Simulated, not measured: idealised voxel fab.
This section sets out a process module, namely voxel lift off.
180 nm wide, 5 nm square cells: that's cross-section cut.
This document writes a cross-section as a grid whose cells are square, and gives it as bands, listed from the top down; one or more rows of cells form a band. First you get the band's top height and its bottom height, in nm, and then the materials it's made of, left to right, with each width in nm. If you see a single material with "edge to edge", that one covers the band edge to edge. "air" is empty space. A quick word on heights: they are counted from 0, and under that level the wafer as it came to us is one material throughout. The lowest band is different from the rest in having no bottom; it simply continues downward, written as in "0 and below". Read "30->40" as a graded width: first number on top, second number at the bottom, same change between each pair of neighbouring rows. Where the words "identical to before" appear for a step, the cross-section shows no cell changed by that step; every cell remained as before. "Sealed internal voids" lists enclosed empty spaces (at least 8 cells, no open path upward to the top), each as width x height at distance from the left edge, in nm. Read whatever lies past the settings on a step's line as the simulator's own remark about the step. "overlay nm" on a masked step: distance the mask lay right of its planned place, negative for left.
**Planned step list for the process**
1) op RECEIVE | material Si
2) op CONFORMAL_DEP | material Al2O3 | thk nm 10
3) op PATTERN | tone open | mask id LINES | material resist | width nm 20 | pitch nm 40 | thk nm 20 | overlay nm 0
4) op DIRECTIONAL_DEP | material Ru | thk nm 10
5) op STRIP | etch materials resist
6) op CONFORMAL_DEP | material SiN | thk nm 10
**Wafer cross-section on receipt, i.e. after step 1**
	0 and below | Si edge to edge
	Sealed internal voids: none
**Here's the cross-section of the first of our two wafers at the end of the module - it ran as planned**
	30 down to 20 | 10 air | 160 SiN | 10 air
	20 down to 10 | 20 SiN | 20 Ru | 20 SiN | 20 Ru | 20 SiN | 20 Ru | 20 SiN | 20 Ru | 20 SiN
	10 down to 0 | Al2O3 edge to edge
	0 and below | Si edge to edge
	Sealed internal voids: none
**Cross-section, second wafer: same start as the first, same plan as the first, one mistake in running it; taken at the end of the module**
	30 down to 20 | 5 air | 160 SiN | 15 air
	20 down to 10 | 15 SiN | 20 Ru | 20 SiN | 20 Ru | 20 SiN | 20 Ru | 20 SiN | 20 Ru | 25 SiN
	10 down to 0 | Al2O3 edge to edge
	0 and below | Si edge to edge
	Sealed internal voids: none
Run error: step 3 ran differently from the plan; actual operation with settings: op PATTERN | tone open | mask id LINES | material resist | width nm 20 | pitch nm 40 | thk nm 20 | overlay nm -5
Both wafers, final: cells per material equal; arrangement not.
